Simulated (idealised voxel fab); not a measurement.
The following process module bears the name voxel transistor to metal.
Displayed cross-section: cut, width of 205 nm, square cells sized 5 nm.
Cross-section, as written here: a square-cell grid given band by band from the top down, where a band holds one or more rows of cells.
Band: top height; bottom height; in nm. Then, left to right: material with width in nm, for each material. "throughout": a single material spanning edge to edge. "blank": empty space.
Measure heights from 0. That's the level where, below it, the as-received wafer is all one material. The lowest band is bottomless and extends downward; write it as in "0 and below".
A width given as "30->40" starts at the first number in the band's top row and ends at the second number in its bottom row, shifting by an equal amount at every step from row to row.
"all unchanged" -> step changed no cross-section cell.
The entry "Fully sealed cavities" lists the empty spaces that cover at least 8 cells and have no open path to the top. Each is written as width x height at distance, where the distance is measured from the left edge and all three values are in nm.
Formally, on a step line, whatever follows the settings is a remark that the simulator itself makes on the step.
What "overlay nm" on a step's line means: if the step has a mask, that mask lay this far to the right of its planned place, or, when the value is negative, to the left.
### Set out below are the planned steps of the process
1,RECEIVE | material Si
2,OXIDIZE | depth nm 5
3,CONFORMAL_DEP | material SiN | thk nm 15
4,PATTERN | tone cover | mask id ACTIVE | material resist | width nm 105 | thk nm 20 | overlay nm 0
5,DIRECTIONAL_ETCH | etch materials SiN | depth nm 15
6,DIRECTIONAL_ETCH | etch materials SiO2 | depth nm 5
7,DIRECTIONAL_ETCH | etch materials Si | depth nm 35
8,STRIP | etch materials resist
9,FILL_DEP | material SiO2 | thk nm 10
10,CMP | height nm 15
11,SELECTIVE_ETCH | etch materials SiO2 | depth nm 15
12,STRIP | etch materials SiN
13,SELECTIVE_ETCH | etch materials SiO2 | depth nm 5
14,OXIDIZE | depth nm 5
15,DIRECTIONAL_DEP | material polySi | thk nm 20
16,DIRECTIONAL_DEP | material SiCN | thk nm 15
17,MASKED_ETCH | tone cover | mask id GATE | width nm 35 | etch materials SiCN | depth nm 25 | overlay nm 0
18,MASKED_ETCH | tone cover | mask id GATE | width nm 35 | etch materials polySi | depth nm 30 | overlay nm 0
19,CONFORMAL_DEP | material SiN | thk nm 10
20,DIRECTIONAL_ETCH | etch materials SiN | depth nm 10
21,DIRECTIONAL_ETCH | etch materials SiO2 | depth nm 5
22,DIRECTIONAL_ETCH | etch materials Si | depth nm 10
23,EPI | material SiGe | thk nm 10
24,FILL_DEP | material SiO2 | thk nm 5
25,CMP | height nm 15
26,STRIP | etch materials polySi
27,SELECTIVE_ETCH | etch materials SiO2 | depth nm 5
28,CONFORMAL_DEP | material HfO2 | thk nm 5
29,CONFORMAL_DEP | material TiN | thk nm 5
30,FILL_DEP | material W | thk nm 5
31,CMP | height nm 10
32,DIRECTIONAL_DEP | material SiO2 | thk nm 10
33,MASKED_ETCH | tone open | mask id CONTACT | width nm 15 | pitch nm 80 | etch materials SiO2 | depth nm 30 | overlay nm 0
34,CONFORMAL_DEP | material TiN | thk nm 5
35,FILL_DEP | material W | thk nm 10
36,CMP | height nm 20
37,CONFORMAL_DEP | material SiCN | thk nm 5
38,DIRECTIONAL_DEP | material SiO2 | thk nm 20
39,DIRECTIONAL_DEP | material aC | thk nm 15
40,PATTERN | tone open | mask id METAL_1 | material resist | width nm 15 | pitch nm 80 | thk nm 30 | overlay nm -15
41,DIRECTIONAL_ETCH | etch materials aC | depth nm 15
42,STRIP | etch materials resist
43,DIRECTIONAL_ETCH | etch materials SiO2 | depth nm 20
44,DIRECTIONAL_ETCH | etch materials SiCN | depth nm 5
45,STRIP | etch materials aC
46,CONFORMAL_DEP | material TiN | thk nm 5
47,FILL_DEP | material W | thk nm 5
48,CMP | height nm 45
49,EPI | material Ru | thk nm 5
50,FILL_DEP | material SiCN | thk nm 5
51,DIRECTIONAL_DEP | material SiO2 | thk nm 25
52,DIRECTIONAL_DEP | material aC | thk nm 15
53,PATTERN | tone open | mask id METAL_2 | material resist | width nm 15 | pitch nm 80 | thk nm 35 | overlay nm 0
54,DIRECTIONAL_ETCH | etch materials aC | depth nm 15
55,STRIP | etch materials resist
56,DIRECTIONAL_ETCH | etch materials SiO2 | depth nm 15
57,STRIP | etch materials aC
58,PATTERN | tone open | mask id METAL_2_HOLES | material resist | width nm 15 | pitch nm 80 | thk nm 20 | overlay nm 0
59,DIRECTIONAL_ETCH | etch materials SiO2 | depth nm 10
60,DIRECTIONAL_ETCH | etch materials SiCN | depth nm 5
61,STRIP | etch materials resist
62,CONFORMAL_DEP | material TiN | thk nm 5
63,FILL_DEP | material Ru | thk nm 5
64,CMP | height nm 80
65,CONFORMAL_DEP | material SiCN | thk nm 5
For this document, wafers share an identical start and vary in the step 40 overlay nm; the plan quotes the first wafer's value.
### Received wafers, first of several: cross-section after step 1
  0 and below: Si throughout
  Fully sealed cavities: none
### Quick look at the cross-section of the first of several wafers after step 65, which wraps up the module
  85 down to 80: SiCN throughout
  80 down to 55: SiO2 (55) / TiN (5) / Ru (5) / TiN (5) / SiO2 (65) / TiN (5) / Ru (5) / TiN (5) / SiO2 (55)
  55 down to 50: SiCN (55) / TiN (15) / SiCN (65) / TiN (15) / SiCN (55)
  50 down to 45: SiCN (35) / Ru (25) / SiCN (55) / Ru (25) / SiCN (65)
  45 down to 25: SiO2 (40) / TiN (5) / W (5) / TiN (5) / SiO2 (65) / TiN (5) / W (5) / TiN (5) / SiO2 (70)
  25 down to 20: SiCN (40) / TiN (15) / SiCN (65) / TiN (15) / SiCN (70)
  20 down to 10: SiO2 (55) / TiN (5) / W (5) / TiN (5) / SiO2 (65) / TiN (5) / W (5) / TiN (5) / SiO2 (55)
  10 down to 5: SiO2 (55) / TiN (5) / W (5) / TiN (5) / SiO2 (5) / SiN (10) / HfO2 (5) / TiN (5) / W (15) / TiN (5) / HfO2 (5) / SiN (10) / SiO2 (5) / TiN (5) / W (5) / TiN (5) / SiO2 (55)
  5 down to 0: SiO2 (55) / TiN (15) / SiO2 (5) / SiN (10) / HfO2 (5) / TiN (5) / W (15) / TiN (5) / HfO2 (5) / SiN (10) / SiO2 (5) / TiN (15) / SiO2 (55)
  0 down to -5: SiO2 (55) / TiN (10) / SiGe (10) / SiN (10) / HfO2 (5) / TiN (25) / HfO2 (5) / SiN (10) / SiGe (10) / TiN (10) / SiO2 (55)
  -5 down to -10: SiO2 (55) / TiN (10) / SiGe (10) / SiO2 (5) / HfO2 (45) / SiO2 (5) / SiGe (10) / TiN (10) / SiO2 (55)
  -10 down to -20: SiO2 (50) / SiGe (25) / Si (55) / SiGe (25) / SiO2 (50)
  -20 down to -40: SiO2 (50) / Si (105) / SiO2 (50)
  -40 and below: Si throughout
  Fully sealed cavities: none
### Cross-section of the final wafer among several, taken at the end of the module
  85 down to 80: SiCN throughout
  80 down to 55: SiO2 (55) / TiN (5) / Ru (5) / TiN (5) / SiO2 (65) / TiN (5) / Ru (5) / TiN (5) / SiO2 (55)
  55 down to 50: SiCN (55) / TiN (15) / SiCN (65) / TiN (15) / SiCN (55)
  50 down to 45: SiCN (65) / Ru (25) / SiCN (55) / Ru (25) / SiCN (35)
  45 down to 25: SiO2 (70) / TiN (5) / W (5) / TiN (5) / SiO2 (65) / TiN (5) / W (5) / TiN (5) / SiO2 (40)
  25 down to 20: SiCN (70) / TiN (15) / SiCN (65) / TiN (15) / SiCN (40)
  20 down to 10: SiO2 (55) / TiN (5) / W (5) / TiN (5) / SiO2 (65) / TiN (5) / W (5) / TiN (5) / SiO2 (55)
  10 down to 5: SiO2 (55) / TiN (5) / W (5) / TiN (5) / SiO2 (5) / SiN (10) / HfO2 (5) / TiN (5) / W (15) / TiN (5) / HfO2 (5) / SiN (10) / SiO2 (5) / TiN (5) / W (5) / TiN (5) / SiO2 (55)
  5 down to 0: SiO2 (55) / TiN (15) / SiO2 (5) / SiN (10) / HfO2 (5) / TiN (5) / W (15) / TiN (5) / HfO2 (5) / SiN (10) / SiO2 (5) / TiN (15) / SiO2 (55)
  0 down to -5: SiO2 (55) / TiN (10) / SiGe (10) / SiN (10) / HfO2 (5) / TiN (25) / HfO2 (5) / SiN (10) / SiGe (10) / TiN (10) / SiO2 (55)
  -5 down to -10: SiO2 (55) / TiN (10) / SiGe (10) / SiO2 (5) / HfO2 (45) / SiO2 (5) / SiGe (10) / TiN (10) / SiO2 (55)
  -10 down to -20: SiO2 (50) / SiGe (25) / Si (55) / SiGe (25) / SiO2 (50)
  -20 down to -40: SiO2 (50) / Si (105) / SiO2 (50)
  -40 and below: Si throughout
  Fully sealed cavities: none
### Below, a row for every wafer. Read it as the end-of-module picture: for each material the wafer shows its cells gained (+) or lost (-) since it was received, and then its closed voids
overlay nm -15 | +15 HfO2 | +20 Ru | -222 Si | +142 SiCN | +28 SiGe | +12 SiN | +599 SiO2 | +83 TiN | +20 W | Fully sealed cavities: none
overlay nm -10 | +15 HfO2 | +20 Ru | -222 Si | +142 SiCN | +28 SiGe | +12 SiN | +599 SiO2 | +83 TiN | +20 W | Fully sealed cavities: none
overlay nm -5 | +15 HfO2 | +20 Ru | -222 Si | +142 SiCN | +28 SiGe | +12 SiN | +599 SiO2 | +83 TiN | +20 W | Fully sealed cavities: none
overlay nm 0 | +15 HfO2 | +20 Ru | -222 Si | +142 SiCN | +28 SiGe | +12 SiN | +599 SiO2 | +83 TiN | +20 W | Fully sealed cavities: none
overlay nm 5 | +15 HfO2 | +20 Ru | -222 Si | +142 SiCN | +28 SiGe | +12 SiN | +599 SiO2 | +83 TiN | +20 W | Fully sealed cavities: none
overlay nm 10 | +15 HfO2 | +20 Ru | -222 Si | +142 SiCN | +28 SiGe | +12 SiN | +599 SiO2 | +83 TiN | +20 W | Fully sealed cavities: none
overlay nm 15 | +15 HfO2 | +20 Ru | -222 Si | +142 SiCN | +28 SiGe | +12 SiN | +599 SiO2 | +83 TiN | +20 W | Fully sealed cavities: none
